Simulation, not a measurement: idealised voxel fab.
Process module in this document: voxel gate over fins
We display cut, a cross-section 255 nm in width whose square cells are each 5 nm.
Each cross-section below is a grid of square cells, stated as bands in top-down order, with one or more rows of cells making up each band.
A band entry consists of two parts. The first gives the height of the band's top and the height of its bottom, in nm. The rest lists the band's materials from left to right, each with its width in nm. A single material labelled with the word "everywhere" fills the band from edge to edge, and the word "empty" marks empty space.
Height 0 is the level under which the wafer as received is all one material. The lowest band goes on downwards, as in "z 0 and below".
You'd read "30 to 40" like this: the band's top row of cells is as wide as the first number, its bottom row is as wide as the second, and going down, every row changes width by the same amount as the row before did.
"no modification" -> step changed no cross-section cell.
"Closed internal voids" - sealed voids, min. 8 cells, no opening to top; format: width x height at distance (distance from left edge; nm throughout).
Where a step's line continues beyond its settings, the continuation is a remark by the simulator itself on that step.
overlay nm: for a step with a mask, the amount by which the mask lay right of where it was planned; a negative amount means left of it.
Note on reading: below, each pair holds a cross-section from before one process step and one from after it; the one from after shows only down to the lowest band that changed. Beneath the pair, the step in between is stated along with its settings. The pairs can stem from different runs of this module on the same starting wafer. Where a pair's entry headed "Structure before processing" says so, and only there, that pair continues from the pair above it.
**Structure before processing**
  z 0 and below  Si everywhere
  Closed internal voids: none
**After the Step**
  z 5 to 0  SiN everywhere
  Nothing below the height 0 has changed.
  Closed internal voids: none
Connecting step for the cross-sections above: CONFORMAL_DEP | material SiN | thk nm 5
Structure before processing: it's just the after picture from the pair right above this one.
**After the Step**
  z 15 to 5  aC everywhere
  Nothing below the height 5 has changed.
  Closed internal voids: none
Connecting step for the cross-sections above: DIRECTIONAL_DEP | material aC | thk nm 10
Structure before processing: it's just the after picture from the pair right above this one.
**After the Step**
  z 40 to 15  empty (70), then resist (15), then empty (35), then resist (15), then empty (35), then resist (15), then empty (70)
  Nothing below the height 15 has changed.
  Closed internal voids: none
Connecting step for the cross-sections above: PATTERN | tone cover | mask id FINS | material resist | width nm 15 | pitch nm 50 | thk nm 25 | overlay nm 0
Structure before processing: it's just the after picture from the pair right above this one.
**After the Step**
  z 30 to 15  empty (70), then resist (15), then empty (35), then resist (15), then empty (35), then resist (15), then empty (70)
  z 15 to 5  empty (70), then aC (15), then empty (35), then aC (15), then empty (35), then aC (15), then empty (70)
  Nothing below the height 5 has changed.
  Closed internal voids: none
Connecting step for the cross-sections above: DIRECTIONAL_ETCH | etch materials aC | depth nm 10
Structure before processing: it's just the after picture from the pair right above this one.
**After the Step**
  z 15 to 5  empty (70), then aC (15), then empty (35), then aC (15), then empty (35), then aC (15), then empty (70)
  Nothing below the height 5 has changed.
  Closed internal voids: none
Connecting step for the cross-sections above: STRIP | etch materials resist
Structure before processing: it's just the after picture from the pair right above this one.
**After the Step**
  z 15 to 5  empty (70), then aC (15), then empty (35), then aC (15), then empty (35), then aC (15), then empty (70)
  z 5 to 0  empty (70), then SiN (15), then empty (35), then SiN (15), then empty (35), then SiN (15), then empty (70)
  Nothing below the height 0 has changed.
  Closed internal voids: none
Connecting step for the cross-sections above: DIRECTIONAL_ETCH | etch materials SiN | depth nm 5
Structure before processing: it's just the after picture from the pair right above this one.
**After the Step**
  z 15 to 5  empty (70), then aC (15), then empty (35), then aC (15), then empty (35), then aC (15), then empty (70)
  z 5 to 0  empty (70), then SiN (15), then empty (35), then SiN (15), then empty (35), then SiN (15), then empty (70)
  z 0 to -30  empty (70), then Si (15), then empty (35), then Si (15), then empty (35), then Si (15), then empty (70)
  Nothing below the height -30 has changed.
  Closed internal voids: none
Connecting step for the cross-sections above: DIRECTIONAL_ETCH | etch materials Si | depth nm 30
Structure before processing: it's just the after picture from the pair right above this one.
**After the Step**
  z 5 to 0  empty (70), then SiN (15), then empty (35), then SiN (15), then empty (35), then SiN (15), then empty (70)
  Nothing below the height 0 has changed.
  Closed internal voids: none
Connecting step for the cross-sections above: STRIP | etch materials aC
Structure before processing: it's just the after picture from the pair right above this one.
**After the Step**
  z 20 to 5  SiO2 everywhere
  z 5 to 0  SiO2 (70), then SiN (15), then SiO2 (35), then SiN (15), then SiO2 (35), then SiN (15), then SiO2 (70)
  z 0 to -30  SiO2 (70), then Si (15), then SiO2 (35), then Si (15), then SiO2 (35), then Si (15), then SiO2 (70)
  Nothing below the height -30 has changed.
  Closed internal voids: none
Connecting step for the cross-sections above: FILL_DEP | material SiO2 | thk nm 15
Structure before processing: it's just the after picture from the pair right above this one.
**After the Step**
  z 5 to 0  SiO2 (70), then SiN (15), then SiO2 (35), then SiN (15), then SiO2 (35), then SiN (15), then SiO2 (70)
  Nothing below the height 0 has changed.
  Closed internal voids: none
Connecting step for the cross-sections above: CMP | height nm 5
Structure before processing: it's just the after picture from the pair right above this one.
**After the Step**
  z 5 to 0  SiO2 (70), then SiN (15), then SiO2 (10), then empty (15), then SiO2 (10), then SiN (15), then SiO2 (35), then SiN (15), then SiO2 (70)
  z 0 to -25  SiO2 (70), then Si (15), then SiO2 (10), then empty (15), then SiO2 (10), then Si (15), then SiO2 (35), then Si (15), then SiO2 (70)
  Nothing below the height -25 has changed.
  Closed internal voids: none
Connecting step for the cross-sections above: MASKED_ETCH | tone open | mask id RAIL | width nm 15 | etch materials SiO2 | depth nm 30 | overlay nm 0
Structure before processing: it's just the after picture from the pair right above this one.
**After the Step**
  z 10 to 5  TiN (100), then empty (5), then TiN (150)
  z 5 to 0  SiO2 (70), then SiN (15), then SiO2 (10), then TiN (5), then empty (5), then TiN (5), then SiO2 (10), then SiN (15), then SiO2 (35), then SiN (15), then SiO2 (70)
  z 0 to -20  SiO2 (70), then Si (15), then SiO2 (10), then TiN (5), then empty (5), then TiN (5), then SiO2 (10), then Si (15), then SiO2 (35), then Si (15), then SiO2 (70)
  z -20 to -25  SiO2 (70), then Si (15), then SiO2 (10), then TiN (15), then SiO2 (10), then Si (15), then SiO2 (35), then Si (15), then SiO2 (70)
  Nothing below the height -25 has changed.
  Closed internal voids: none
Connecting step for the cross-sections above: CONFORMAL_DEP | material TiN | thk nm 5
Structure before processing: it's just the after picture from the pair right above this one.
**After the Step**
  z 20 to 10  W everywhere
  z 10 to 5  TiN (100), then W (5), then TiN (150)
  z 5 to 0  SiO2 (70), then SiN (15), then SiO2 (10), then TiN (5), then W (5), then TiN (5), then SiO2 (10), then SiN (15), then SiO2 (35), then SiN (15), then SiO2 (70)
  z 0 to -20  SiO2 (70), then Si (15), then SiO2 (10), then TiN (5), then W (5), then TiN (5), then SiO2 (10), then Si (15), then SiO2 (35), then Si (15), then SiO2 (70)
  Nothing below the height -20 has changed.
  Closed internal voids: none
Connecting step for the cross-sections above: FILL_DEP | material W | thk nm 10
Structure before processing: it's just the after picture from the pair right above this one.
**After the Step**
  z 5 to 0  SiO2 (70), then SiN (15), then SiO2 (10), then TiN (5), then W (5), then TiN (5), then SiO2 (10), then SiN (15), then SiO2 (35), then SiN (15), then SiO2 (70)
  Nothing below the height 0 has changed.
  Closed internal voids: none
Connecting step for the cross-sections above: CMP | height nm 5
Structure before processing: it's just the after picture from the pair right above this one.
**After the Step**
  z 5 to 0  SiO2 (70), then SiN (15), then SiO2 (10), then empty (15), then SiO2 (10), then SiN (15), then SiO2 (35), then SiN (15), then SiO2 (70)
  z 0 to -20  SiO2 (70), then Si (15), then SiO2 (10), then empty (15), then SiO2 (10), then Si (15), then SiO2 (35), then Si (15), then SiO2 (70)
  Nothing below the height -20 has changed.
  Closed internal voids: none
Connecting step for the cross-sections above: SELECTIVE_ETCH | etch materials W Ru TiN | depth nm 25
Structure before processing: it's just the after picture from the pair right above this one.
**After the Step**
  z 10 to 5  SiO2 everywhere
  z 5 to 0  SiO2 (70), then SiN (15), then SiO2 (35), then SiN (15), then SiO2 (35), then SiN (15), then SiO2 (70)
  z 0 to -20  SiO2 (70), then Si (15), then SiO2 (35), then Si (15), then SiO2 (35), then Si (15), then SiO2 (70)
  Nothing below the height -20 has changed.
  Closed internal voids: none
Connecting step for the cross-sections above: FILL_DEP | material SiO2 | thk nm 5
Structure before processing: it's just the after picture from the pair right above this one.
**After the Step**
  z 5 to 0  SiO2 (70), then SiN (15), then SiO2 (35), then SiN (15), then SiO2 (35), then SiN (15), then SiO2 (70)
  Nothing below the height 0 has changed.
  Closed internal voids: none
Connecting step for the cross-sections above: CMP | height nm 5
Structure before processing: it's just the after picture from the pair right above this one.
**After the Step**
  z 5 to 0  empty (70), then SiN (15), then empty (35), then SiN (15), then empty (35), then SiN (15), then empty (70)
  z 0 to -10  empty (70), then Si (15), then empty (35), then Si (15), then empty (35), then Si (15), then empty (70)
  Nothing below the height -10 has changed.
  Closed internal voids: none
Connecting step for the cross-sections above: SELECTIVE_ETCH | etch materials SiO2 | depth nm 15
Structure before processing: it's just the after picture from the pair right above this one.
**After the Step**
  z 0 to -10  empty (70), then Si (15), then empty (35), then Si (15), then empty (35), then Si (15), then empty (70)
  Nothing below the height -10 has changed.
  Closed internal voids: none
Connecting step for the cross-sections above: STRIP | etch materials SiN
Structure before processing: it's just the after picture from the pair right above this one.
**After the Step**
  z 5 to 0  empty (65), then HfO2 (25), then empty (25), then HfO2 (25), then empty (25), then HfO2 (25), then empty (65)
  z 0 to -5  empty (65), then HfO2 (5), then Si (15), then HfO2 (5), then empty (25), then HfO2 (5), then Si (15), then HfO2 (5), then empty (25), then HfO2 (5), then Si (15), then HfO2 (5), then empty (65)
  z -5 to -10  HfO2 (70), then Si (15), then HfO2 (35), then Si (15), then HfO2 (35), then Si (15), then HfO2 (70)
  Nothing below the height -10 has changed.
  Closed internal voids: none
Connecting step for the cross-sections above: CONFORMAL_DEP | material HfO2 | thk nm 5
Structure before processing: it's just the after picture from the pair right above this one.
**After the Step**
  z 10 to 5  empty (60), then TiN (35), then empty (15), then TiN (35), then empty (15), then TiN (35), then empty (60)
  z 5 to 0  empty (60), then TiN (5), then HfO2 (25), then TiN (5), then empty (15), then TiN (5), then HfO2 (25), then TiN (5), then empty (15), then TiN (5), then HfO2 (25), then TiN (5), then empty (60)
  z 0 to -5  TiN (65), then HfO2 (5), then Si (15), then HfO2 (5), then TiN (25), then HfO2 (5), then Si (15), then HfO2 (5), then TiN (25), then HfO2 (5), then Si (15), then HfO2 (5), then TiN (65)
  Nothing below the height -5 has changed.
  Closed internal voids: none
Connecting step for the cross-sections above: CONFORMAL_DEP | material TiN | thk nm 5
Structure before processing: it's just the after picture from the pair right above this one.
**After the Step**
  z 15 to 10  empty (55), then TiAl (45), then empty (5), then TiAl (45), then empty (5), then TiAl (45), then empty (55)
  z 10 to 5  empty (55), then TiAl (5), then TiN (35), then TiAl (5), then empty (5), then TiAl (5), then TiN (35), then TiAl (5), then empty (5), then TiAl (5), then TiN (35), then TiAl (5), then empty (55)
  z 5 to 0  TiAl (60), then TiN (5), then HfO2 (25), then TiN (5), then TiAl (15), then TiN (5), then HfO2 (25), then TiN (5), then TiAl (15), then TiN (5), then HfO2 (25), then TiN (5), then TiAl (60)
  Nothing below the height 0 has changed.
  Closed internal voids: none
Connecting step for the cross-sections above: CONFORMAL_DEP | material TiAl | thk nm 5
Structure before processing: it's just the after picture from the pair right above this one.
**After the Step**
  z 20 to 15  empty (50), then TiN (155), then empty (50)
  z 15 to 10  empty (50), then TiN (5), then TiAl (45), then TiN (5), then TiAl (45), then TiN (5), then TiAl (45), then TiN (5), then empty (50)
  z 10 to 5  TiN (55), then TiAl (5), then TiN (35), then TiAl (5), then TiN (5), then TiAl (5), then TiN (35), then TiAl (5), then TiN (5), then TiAl (5), then TiN (35), then TiAl (5), then TiN (55)
  Nothing below the height 5 has changed.
  Closed internal voids: none
Connecting step for the cross-sections above: CONFORMAL_DEP | material TiN | thk nm 5
Structure before processing: it's just the after picture from the pair right above this one.
**After the Step**
  z 35 to 20  W everywhere
  z 20 to 15  W (50), then TiN (155), then W (50)
  z 15 to 10  W (50), then TiN (5), then TiAl (45), then TiN (5), then TiAl (45), then TiN (5), then TiAl (45), then TiN (5), then W (50)
  Nothing below the height 10 has changed.
  Closed internal voids: none
Connecting step for the cross-sections above: FILL_DEP | material W | thk nm 15
Structure before processing: it's just the after picture from the pair right above this one.
**After the Step**
  z 30 to 20  W everywhere
  Nothing below the height 20 has changed.
  Closed internal voids: none
Connecting step for the cross-sections above: CMP | height nm 30
Structure before processing: it's just the after picture from the pair right above this one.
**After the Step**
  z 35 to 30  SiN everywhere
  Nothing below the height 30 has changed.
  Closed internal voids: none
Connecting step for the cross-sections above: CONFORMAL_DEP | material SiN | thk nm 5
**Structure before processing**
  z 0 to -10  empty (70), then Si (15), then empty (35), then Si (15), then empty (35), then Si (15), then empty (70)
  z -10 to -20  SiO2 (70), then Si (15), then SiO2 (35), then Si (15), then SiO2 (35), then Si (15), then SiO2 (70)
  z -20 to -25  SiO2 (70), then Si (15), then SiO2 (10), then TiN (15), then SiO2 (10), then Si (15), then SiO2 (35), then Si (15), then SiO2 (70)
  z -25 to -30  SiO2 (70), then Si (15), then SiO2 (35), then Si (15), then SiO2 (35), then Si (15), then SiO2 (70)
  z -30 and below  Si everywhere
  Closed internal voids: none
**After the Step**
  z 5 to 0  empty (65), then TiN (25), then empty (25), then TiN (25), then empty (25), then TiN (25), then empty (65)
  z 0 to -5  empty (65), then TiN (5), then Si (15), then TiN (5), then empty (25), then TiN (5), then Si (15), then TiN (5), then empty (25), then TiN (5), then Si (15), then TiN (5), then empty (65)
  z -5 to -10  TiN (70), then Si (15), then TiN (35), then Si (15), then TiN (35), then Si (15), then TiN (70)
  Nothing below the height -10 has changed.
  Closed internal voids: none
Connecting step for the cross-sections above: CONFORMAL_DEP | material TiN | thk nm 5
Structure before processing: it's just the after picture from the pair right above this one.
**After the Step**
  z 10 to 5  empty (60), then TiAl (35), then empty (15), then TiAl (35), then empty (15), then TiAl (35), then empty (60)
  z 5 to 0  empty (60), then TiAl (5), then TiN (25), then TiAl (5), then empty (15), then TiAl (5), then TiN (25), then TiAl (5), then empty (15), then TiAl (5), then TiN (25), then TiAl (5), then empty (60)
  z 0 to -5  TiAl (65), then TiN (5), then Si (15), then TiN (5), then TiAl (25), then TiN (5), then Si (15), then TiN (5), then TiAl (25), then TiN (5), then Si (15), then TiN (5), then TiAl (65)
  Nothing below the height -5 has changed.
  Closed internal voids: none
Connecting step for the cross-sections above: CONFORMAL_DEP | material TiAl | thk nm 5
Structure before processing: it's just the after picture from the pair right above this one.
**After the Step**
  z 15 to 10  empty (55), then TiN (45), then empty (5), then TiN (45), then empty (5), then TiN (45), then empty (55)
  z 10 to 5  empty (55), then TiN (5), then TiAl (35), then TiN (5), then empty (5), then TiN (5), then TiAl (35), then TiN (5), then empty (5), then TiN (5), then TiAl (35), then TiN (5), then empty (55)
  z 5 to 0  TiN (60), then TiAl (5), then TiN (25), then TiAl (5), then TiN (15), then TiAl (5), then TiN (25), then TiAl (5), then TiN (15), then TiAl (5), then TiN (25), then TiAl (5), then TiN (60)
  Nothing below the height 0 has changed.
  Closed internal voids: none
Connecting step for the cross-sections above: CONFORMAL_DEP | material TiN | thk nm 5
Structure before processing: it's just the after picture from the pair right above this one.
**After the Step**
  z 30 to 15  W everywhere
  z 15 to 10  W (55), then TiN (45), then W (5), then TiN (45), then W (5), then TiN (45), then W (55)
  z 10 to 5  W (55), then TiN (5), then TiAl (35), then TiN (5), then W (5), then TiN (5), then TiAl (35), then TiN (5), then W (5), then TiN (5), then TiAl (35), then TiN (5), then W (55)
  Nothing below the height 5 has changed.
  Closed internal voids: none
Connecting step for the cross-sections above: FILL_DEP | material W | thk nm 15
Structure before processing: it's just the after picture from the pair right above this one.
**After the Step**
  z 35 to 30  SiN everywhere
  Nothing below the height 30 has changed.
  Closed internal voids: none
Connecting step for the cross-sections above: CONFORMAL_DEP | material SiN | thk nm 5
**Structure before processing**
  z 5 to 0  empty (70), then SiN (15), then empty (35), then SiN (15), then empty (35), then SiN (15), then empty (70)
  z 0 to -10  empty (70), then Si (15), then empty (35), then Si (15), then empty (35), then Si (15), then empty (70)
  z -10 to -20  SiO2 (70), then Si (15), then SiO2 (35), then Si (15), then SiO2 (35), then Si (15), then SiO2 (70)
  z -20 to -25  SiO2 (70), then Si (15), then SiO2 (10), then TiN (15), then SiO2 (10), then Si (15), then SiO2 (35), then Si (15), then SiO2 (70)
  z -25 to -30  SiO2 (70), then Si (15), then SiO2 (35), then Si (15), then SiO2 (35), then Si (15), then SiO2 (70)
  z -30 and below  Si everywhere
  Closed internal voids: none
**After the Step**
  z 5 to 0  empty (70), then SiN (15), then empty (35), then SiN (15), then empty (35), then SiN (15), then empty (70)
  z 0 to -20  empty (70), then Si (15), then empty (35), then Si (15), then empty (35), then Si (15), then empty (70)
  z -20 to -25  empty (70), then Si (15), then empty (10), then TiN (15), then empty (10), then Si (15), then empty (35), then Si (15), then empty (70)
  Nothing below the height -25 has changed.
  Closed internal voids: none
Connecting step for the cross-sections above: SELECTIVE_ETCH | etch materials SiO2 | depth nm 15
Structure before processing: it's just the after picture from the pair right above this one.
**After the Step**
  z 0 to -20  empty (70), then Si (15), then empty (35), then Si (15), then empty (35), then Si (15), then empty (70)
  Nothing below the height -20 has changed.
  Closed internal voids: none
Connecting step for the cross-sections above: STRIP | etch materials SiN
Structure before processing: it's just the after picture from the pair right above this one.
**After the Step**
  z 5 to 0  empty (65), then HfO2 (25), then empty (25), then HfO2 (25), then empty (25), then HfO2 (25), then empty (65)
  z 0 to -15  empty (65), then HfO2 (5), then Si (15), then HfO2 (5), then empty (25), then HfO2 (5), then Si (15), then HfO2 (5), then empty (25), then HfO2 (5), then Si (15), then HfO2 (5), then empty (65)
  z -15 to -20  empty (65), then HfO2 (5), then Si (15), then HfO2 (35), then Si (15), then HfO2 (5), then empty (25), then HfO2 (5), then Si (15), then HfO2 (5), then empty (65)
  z -20 to -25  HfO2 (70), then Si (15), then HfO2 (10), then TiN (15), then HfO2 (10), then Si (15), then HfO2 (35), then Si (15), then HfO2 (70)
  Nothing below the height -25 has changed.
  Closed internal voids: none
Connecting step for the cross-sections above: CONFORMAL_DEP | material HfO2 | thk nm 5
Structure before processing: it's just the after picture from the pair right above this one.
**After the Step**
  z 10 to 5  empty (60), then TiN (35), then empty (15), then TiN (35), then empty (15), then TiN (35), then empty (60)
  z 5 to 0  empty (60), then TiN (5), then HfO2 (25), then TiN (5), then empty (15), then TiN (5), then HfO2 (25), then TiN (5), then empty (15), then TiN (5), then HfO2 (25), then TiN (5), then empty (60)
  z 0 to -10  empty (60), then TiN (5), then HfO2 (5), then Si (15), then HfO2 (5), then TiN (5), then empty (15), then TiN (5), then HfO2 (5), then Si (15), then HfO2 (5), then TiN (5), then empty (15), then TiN (5), then HfO2 (5), then Si (15), then HfO2 (5), then TiN (5), then empty (60)
  z -10 to -15  empty (60), then TiN (5), then HfO2 (5), then Si (15), then HfO2 (5), then TiN (25), then HfO2 (5), then Si (15), then HfO2 (5), then TiN (5), then empty (15), then TiN (5), then HfO2 (5), then Si (15), then HfO2 (5), then TiN (5), then empty (60)
  z -15 to -20  TiN (65), then HfO2 (5), then Si (15), then HfO2 (35), then Si (15), then HfO2 (5), then TiN (25), then HfO2 (5), then Si (15), then HfO2 (5), then TiN (65)
  Nothing below the height -20 has changed.
  Closed internal voids: none
Connecting step for the cross-sections above: CONFORMAL_DEP | material TiN | thk nm 5
Structure before processing: it's just the after picture from the pair right above this one.
**After the Step**
  z 15 to 10  empty (55), then TiAl (45), then empty (5), then TiAl (45), then empty (5), then TiAl (45), then empty (55)
  z 10 to 5  empty (55), then TiAl (5), then TiN (35), then TiAl (5), then empty (5), then TiAl (5), then TiN (35), then TiAl (5), then empty (5), then TiAl (5), then TiN (35), then TiAl (5), then empty (55)
  z 5 to 0  empty (55), then TiAl (5), then TiN (5), then HfO2 (25), then TiN (5), then TiAl (5), then empty (5), then TiAl (5), then TiN (5), then HfO2 (25), then TiN (5), then TiAl (5), then empty (5), then TiAl (5), then TiN (5), then HfO2 (25), then TiN (5), then TiAl (5), then empty (55)
  z 0 to -5  empty (55), then TiAl (5), then TiN (5), then HfO2 (5), then Si (15), then HfO2 (5), then TiN (5), then TiAl (5), then empty (5), then TiAl (5), then TiN (5), then HfO2 (5), then Si (15), then HfO2 (5), then TiN (5), then TiAl (5), then empty (5), then TiAl (5), then TiN (5), then HfO2 (5), then Si (15), then HfO2 (5), then TiN (5), then TiAl (5), then empty (55)
  z -5 to -10  empty (55), then TiAl (5), then TiN (5), then HfO2 (5), then Si (15), then HfO2 (5), then TiN (5), then TiAl (15), then TiN (5), then HfO2 (5), then Si (15), then HfO2 (5), then TiN (5), then TiAl (5), then empty (5), then TiAl (5), then TiN (5), then HfO2 (5), then Si (15), then HfO2 (5), then TiN (5), then TiAl (5), then empty (55)
  z -10 to -15  TiAl (60), then TiN (5), then HfO2 (5), then Si (15), then HfO2 (5), then TiN (25), then HfO2 (5), then Si (15), then HfO2 (5), then TiN (5), then TiAl (15), then TiN (5), then HfO2 (5), then Si (15), then HfO2 (5), then TiN (5), then TiAl (60)
  Nothing below the height -15 has changed.
  Closed internal voids: none
Connecting step for the cross-sections above: CONFORMAL_DEP | material TiAl | thk nm 5
Structure before processing: it's just the after picture from the pair right above this one.
**After the Step**
  z 20 to 15  empty (50), then TiN (155), then empty (50)
  z 15 to 10  empty (50), then TiN (5), then TiAl (45), then TiN (5), then TiAl (45), then TiN (5), then TiAl (45), then TiN (5), then empty (50)
  z 10 to 5  empty (50), then TiN (5), then TiAl (5), then TiN (35), then TiAl (5), then TiN (5), then TiAl (5), then TiN (35), then TiAl (5), then TiN (5), then TiAl (5), then TiN (35), then TiAl (5), then TiN (5), then empty (50)
  z 5 to 0  empty (50), then TiN (5), then TiAl (5), then TiN (5), then HfO2 (25), then TiN (5), then TiAl (5), then TiN (5), then TiAl (5), then TiN (5), then HfO2 (25), then TiN (5), then TiAl (5), then TiN (5), then TiAl (5), then TiN (5), then HfO2 (25), then TiN (5), then TiAl (5), then TiN (5), then empty (50)
  z 0 to -5  empty (50), then TiN (5), then TiAl (5), then TiN (5), then HfO2 (5), then Si (15), then HfO2 (5), then TiN (5), then TiAl (5), then TiN (5), then TiAl (5), then TiN (5), then HfO2 (5), then Si (15), then HfO2 (5), then TiN (5), then TiAl (5), then TiN (5), then TiAl (5), then TiN (5), then HfO2 (5), then Si (15), then HfO2 (5), then TiN (5), then TiAl (5), then TiN (5), then empty (50)
  z -5 to -10  TiN (55), then TiAl (5), then TiN (5), then HfO2 (5), then Si (15), then HfO2 (5), then TiN (5), then TiAl (15), then TiN (5), then HfO2 (5), then Si (15), then HfO2 (5), then TiN (5), then TiAl (5), then TiN (5), then TiAl (5), then TiN (5), then HfO2 (5), then Si (15), then HfO2 (5), then TiN (5), then TiAl (5), then TiN (55)
  Nothing below the height -10 has changed.
  Closed internal voids: none
Connecting step for the cross-sections above: CONFORMAL_DEP | material TiN | thk nm 5
Structure before processing: it's just the after picture from the pair right above this one.
**After the Step**
  z 35 to 20  W everywhere
  z 20 to 15  W (50), then TiN (155), then W (50)
  z 15 to 10  W (50), then TiN (5), then TiAl (45), then TiN (5), then TiAl (45), then TiN (5), then TiAl (45), then TiN (5), then W (50)
  z 10 to 5  W (50), then TiN (5), then TiAl (5), then TiN (35), then TiAl (5), then TiN (5), then TiAl (5), then TiN (35), then TiAl (5), then TiN (5), then TiAl (5), then TiN (35), then TiAl (5), then TiN (5), then W (50)
  z 5 to 0  W (50), then TiN (5), then TiAl (5), then TiN (5), then HfO2 (25), then TiN (5), then TiAl (5), then TiN (5), then TiAl (5), then TiN (5), then HfO2 (25), then TiN (5), then TiAl (5), then TiN (5), then TiAl (5), then TiN (5), then HfO2 (25), then TiN (5), then TiAl (5), then TiN (5), then W (50)
  z 0 to -5  W (50), then TiN (5), then TiAl (5), then TiN (5), then HfO2 (5), then Si (15), then HfO2 (5), then TiN (5), then TiAl (5), then TiN (5), then TiAl (5), then TiN (5), then HfO2 (5), then Si (15), then HfO2 (5), then TiN (5), then TiAl (5), then TiN (5), then TiAl (5), then TiN (5), then HfO2 (5), then Si (15), then HfO2 (5), then TiN (5), then TiAl (5), then TiN (5), then W (50)
  Nothing below the height -5 has changed.
  Closed internal voids: none
Connecting step for the cross-sections above: FILL_DEP | material W | thk nm 15
Structure before processing: it's just the after picture from the pair right above this one.
**After the Step**
  z 30 to 20  W everywhere
  Nothing below the height 20 has changed.
  Closed internal voids: none
Connecting step for the cross-sections above: CMP | height nm 30
Structure before processing: it's just the after picture from the pair right above this one.
**After the Step**
  z 35 to 30  SiN everywhere
  Nothing below the height 30 has changed.
  Closed internal voids: none
Connecting step for the cross-sections above: CONFORMAL_DEP | material SiN | thk nm 5
**Structure before processing**
  z 10 to 5  empty (60), then TiN (35), then empty (15), then TiN (35), then empty (15), then TiN (35), then empty (60)
  z 5 to 0  empty (60), then TiN (5), then HfO2 (25), then TiN (5), then empty (15), then TiN (5), then HfO2 (25), then TiN (5), then empty (15), then TiN (5), then HfO2 (25), then TiN (5), then empty (60)
  z 0 to -5  TiN (65), then HfO2 (5), then Si (15), then HfO2 (5), then TiN (25), then HfO2 (5), then Si (15), then HfO2 (5), then TiN (25), then HfO2 (5), then Si (15), then HfO2 (5), then TiN (65)
  z -5 to -10  HfO2 (70), then Si (15), then HfO2 (35), then Si (15), then HfO2 (35), then Si (15), then HfO2 (70)
  z -10 to -20  SiO2 (70), then Si (15), then SiO2 (35), then Si (15), then SiO2 (35), then Si (15), then SiO2 (70)
  z -20 to -25  SiO2 (70), then Si (15), then SiO2 (10), then TiN (15), then SiO2 (10), then Si (15), then SiO2 (35), then Si (15), then SiO2 (70)
  z -25 to -30  SiO2 (70), then Si (15), then SiO2 (35), then Si (15), then SiO2 (35), then Si (15), then SiO2 (70)
  z -30 and below  Si everywhere
  Closed internal voids: none
**After the Step**
  z 15 to 5  empty (55), then TiN (45), then empty (5), then TiN (45), then empty (5), then TiN (45), then empty (55)
  z 5 to 0  TiN (65), then HfO2 (25), then TiN (25), then HfO2 (25), then TiN (25), then HfO2 (25), then TiN (65)
  Nothing below the height 0 has changed.
  Closed internal voids: none
Connecting step for the cross-sections above: CONFORMAL_DEP | material TiN | thk nm 5
Structure before processing: it's just the after picture from the pair right above this one.
**After the Step**
  z 20 to 15  empty (50), then TiAl (155), then empty (50)
  z 15 to 10  empty (50), then TiAl (5), then TiN (45), then TiAl (5), then TiN (45), then TiAl (5), then TiN (45), then TiAl (5), then empty (50)
  z 10 to 5  TiAl (55), then TiN (45), then TiAl (5), then TiN (45), then TiAl (5), then TiN (45), then TiAl (55)
  Nothing below the height 5 has changed.
  Closed internal voids: none
Connecting step for the cross-sections above: CONFORMAL_DEP | material TiAl | thk nm 5
Structure before processing: it's just the after picture from the pair right above this one.
**After the Step**
  z 35 to 20  W everywhere
  z 20 to 15  W (50), then TiAl (155), then W (50)
  z 15 to 10  W (50), then TiAl (5), then TiN (45), then TiAl (5), then TiN (45), then TiAl (5), then TiN (45), then TiAl (5), then W (50)
  Nothing below the height 10 has changed.
  Closed internal voids: none
Connecting step for the cross-sections above: FILL_DEP | material W | thk nm 15
Structure before processing: it's just the after picture from the pair right above this one.
**After the Step**
  z 30 to 20  W everywhere
  Nothing below the height 20 has changed.
  Closed internal voids: none
Connecting step for the cross-sections above: CMP | height nm 30
Structure before processing: it's just the after picture from the pair right above this one.
**After the Step**
  z 35 to 30  SiN everywhere
  Nothing below the height 30 has changed.
  Closed internal voids: none
Connecting step for the cross-sections above: CONFORMAL_DEP | material SiN | thk nm 5
**Structure before processing**
  z 35 to 20  W everywhere
  z 20 to 15  W (50), then TiN (155), then W (50)
  z 15 to 10  W (50), then TiN (5), then TiAl (45), then TiN (5), then TiAl (45), then TiN (5), then TiAl (45), then TiN (5), then W (50)
  z 10 to 5  TiN (55), then TiAl (5), then TiN (35), then TiAl (5), then TiN (5), then TiAl (5), then TiN (35), then TiAl (5), then TiN (5), then TiAl (5), then TiN (35), then TiAl (5), then TiN (55)
  z 5 to 0  TiAl (60), then TiN (5), then HfO2 (25), then TiN (5), then TiAl (15), then TiN (5), then HfO2 (25), then TiN (5), then TiAl (15), then TiN (5), then HfO2 (25), then TiN (5), then TiAl (60)
  z 0 to -5  TiN (65), then HfO2 (5), then Si (15), then HfO2 (5), then TiN (25), then HfO2 (5), then Si (15), then HfO2 (5), then TiN (25), then HfO2 (5), then Si (15), then HfO2 (5), then TiN (65)
  z -5 to -10  HfO2 (70), then Si (15), then HfO2 (35), then Si (15), then HfO2 (35), then Si (15), then HfO2 (70)
  z -10 to -20  SiO2 (70), then Si (15), then SiO2 (35), then Si (15), then SiO2 (35), then Si (15), then SiO2 (70)
  z -20 to -25  SiO2 (70), then Si (15), then SiO2 (10), then TiN (15), then SiO2 (10), then Si (15), then SiO2 (35), then Si (15), then SiO2 (70)
  z -25 to -30  SiO2 (70), then Si (15), then SiO2 (35), then Si (15), then SiO2 (35), then Si (15), then SiO2 (70)
  z -30 and below  Si everywhere
  Closed internal voids: none
**After the Step**
  z 25 to 20  W everywhere
  Nothing below the height 20 has changed.
  Closed internal voids: none
Connecting step for the cross-sections above: CMP | height nm 25
Structure before processing: it's just the after picture from the pair right above this one.
**After the Step**
  z 30 to 25  SiN everywhere
  Nothing below the height 25 has changed.
  Closed internal voids: none
Connecting step for the cross-sections above: CONFORMAL_DEP | material SiN | thk nm 5
**Structure before processing**
  z 5 to 0  SiO2 (70), then SiN (15), then SiO2 (35), then SiN (15), then SiO2 (35), then SiN (15), then SiO2 (70)
  z 0 to -30  SiO2 (70), then Si (15), then SiO2 (35), then Si (15), then SiO2 (35), then Si (15), then SiO2 (70)
  z -30 and below  Si everywhere
  Closed internal voids: none
**After the Step**
  z 5 to 0  SiO2 (70), then SiN (15), then SiO2 (10), then empty (20), then SiO2 (5), then SiN (15), then SiO2 (35), then SiN (15), then SiO2 (70)
  z 0 to -25  SiO2 (70), then Si (15), then SiO2 (10), then empty (20), then SiO2 (5), then Si (15), then SiO2 (35), then Si (15), then SiO2 (70)
  Nothing below the height -25 has changed.
  Closed internal voids: none
Connecting step for the cross-sections above: MASKED_ETCH | tone open | mask id RAIL | width nm 20 | etch materials SiO2 | depth nm 30 | overlay nm 0
